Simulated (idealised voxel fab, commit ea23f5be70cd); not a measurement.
voxel capacitor over wiring: a process module
FYI the section here is cut, 225 nm wide, cells are 5 nm squares.
A cross-section in this document is a grid of square cells, and it is written down as bands, the top band listed before the ones below it; a band is made up of one or more rows of cells. Each band's line starts with the height of the band's top and of its bottom, in nm. Then come its materials from left to right, each with its width in nm. One material with "edge to edge" fills the band from edge to edge. "air" is empty space. We count height from 0. Below that, the starting wafer is all one material. The lowest band never ends at the bottom but goes on down; see "0 down" for how that is written. A width such as "30 to 40" changes by the same amount from each row of cells to the next, from the band's top row to its bottom row. Step note "nothing different" = no cross-section cell changed. Sealed void list: empty space of 8 cells or more with no open way to the top, each as width x height at its distance from the left edge, in nm. Read whatever lies past the settings on a step's line as the simulator's own remark about the step. Among the settings permitted on a step's line is "overlay nm"; applied to a step with a mask, it specifies the extent to which the mask lay to the right of its planned position, whereas a negative figure signifies a position to the left.
-- Process steps - plan
1: RECEIVE,material Si
2: CONFORMAL_DEP,material SiO2,thk nm 10
3: DIRECTIONAL_DEP,material TiN,thk nm 5
4: DIRECTIONAL_DEP,material Ru,thk nm 20
5: PATTERN,tone cover,mask id METAL_1,material resist,width nm 25,pitch nm 85,thk nm 15,overlay nm 0
6: DIRECTIONAL_ETCH,etch materials Ru,depth nm 20
7: DIRECTIONAL_ETCH,etch materials TiN,depth nm 5
8: STRIP,etch materials resist
9: CONFORMAL_DEP,material SiN,thk nm 5
10: FILL_DEP,material SiO2,thk nm 5
11: CMP,height nm 35
12: CONFORMAL_DEP,material SiCN,thk nm 5
13: DIRECTIONAL_DEP,material lowk,thk nm 20
14: DIRECTIONAL_DEP,material aC,thk nm 15
15: PATTERN,tone open,mask id PLUG_1,material resist,width nm 15,thk nm 30,overlay nm 0
16: DIRECTIONAL_ETCH,etch materials aC,depth nm 15
17: STRIP,etch materials resist
18: DIRECTIONAL_ETCH,etch materials lowk,depth nm 20
19: DIRECTIONAL_ETCH,etch materials SiCN,depth nm 5
20: STRIP,etch materials aC
21: CONFORMAL_DEP,material TiN,thk nm 5
22: FILL_DEP,material W,thk nm 5
23: CMP,height nm 60
24: DIRECTIONAL_DEP,material TiN,thk nm 10
25: DIRECTIONAL_DEP,material SiN,thk nm 5
26: DIRECTIONAL_DEP,material TiN,thk nm 10
27: MASKED_ETCH,tone cover,mask id UPPER_PLATE,width nm 65,etch materials TiN,depth nm 10,overlay nm 0
28: MASKED_ETCH,tone cover,mask id UPPER_PLATE,width nm 65,etch materials SiN,depth nm 5,overlay nm 0
29: DIRECTIONAL_DEP,material aC,thk nm 15
30: PATTERN,tone cover,mask id LOWER_PLATE,material resist,width nm 75,thk nm 30,overlay nm 0
31: DIRECTIONAL_ETCH,etch materials aC,depth nm 15
32: STRIP,etch materials resist
33: DIRECTIONAL_ETCH,etch materials TiN,depth nm 10
34: STRIP,etch materials aC
35: FILL_DEP,material SiO2,thk nm 15
36: CMP,height nm 95
37: PATTERN,tone open,mask id PLUG_2,material resist,width nm 15,thk nm 15,overlay nm 0
38: DIRECTIONAL_ETCH,etch materials SiO2,depth nm 10
39: STRIP,etch materials resist
40: CONFORMAL_DEP,material TiN,thk nm 5
41: FILL_DEP,material Cu,thk nm 10
42: CMP,height nm 95
43: CONFORMAL_DEP,material SiCN,thk nm 5
-- Step 1 complete: cross-section of the wafer as received
- 0 down: Si edge to edge
- Sealed void list: none
-- This is how the wafer looks in cross-section once the module is done, given the starting state and plan above and one mistake in carrying the plan out
- 100 to 95: SiCN edge to edge
- 95 to 90: 75 of SiO2  5 of TiN  5 of Cu  5 of TiN  135 of SiO2
- 90 to 85: 75 of SiO2  15 of TiN  135 of SiO2
- 85 to 80: SiO2 edge to edge
- 80 to 70: 65 of SiO2  65 of TiN  95 of SiO2
- 70 to 60: 60 of SiO2  75 of TiN  90 of SiO2
- 60 to 40: 65 of lowk  5 of TiN  5 of W  5 of TiN  145 of lowk
- 40 to 35: 65 of SiCN  15 of TiN  145 of SiCN
- 35 to 15: 50 of SiO2  5 of SiN  25 of Ru  5 of SiN  50 of SiO2  5 of SiN  25 of Ru  5 of SiN  55 of SiO2
- 15 to 10: 55 of SiN  25 of TiN  60 of SiN  25 of TiN  60 of SiN
- 10 to 0: SiO2 edge to edge
- 0 down: Si edge to edge
- Sealed void list: none
Diagnosis: step 25 of the plan was jumped over and never run
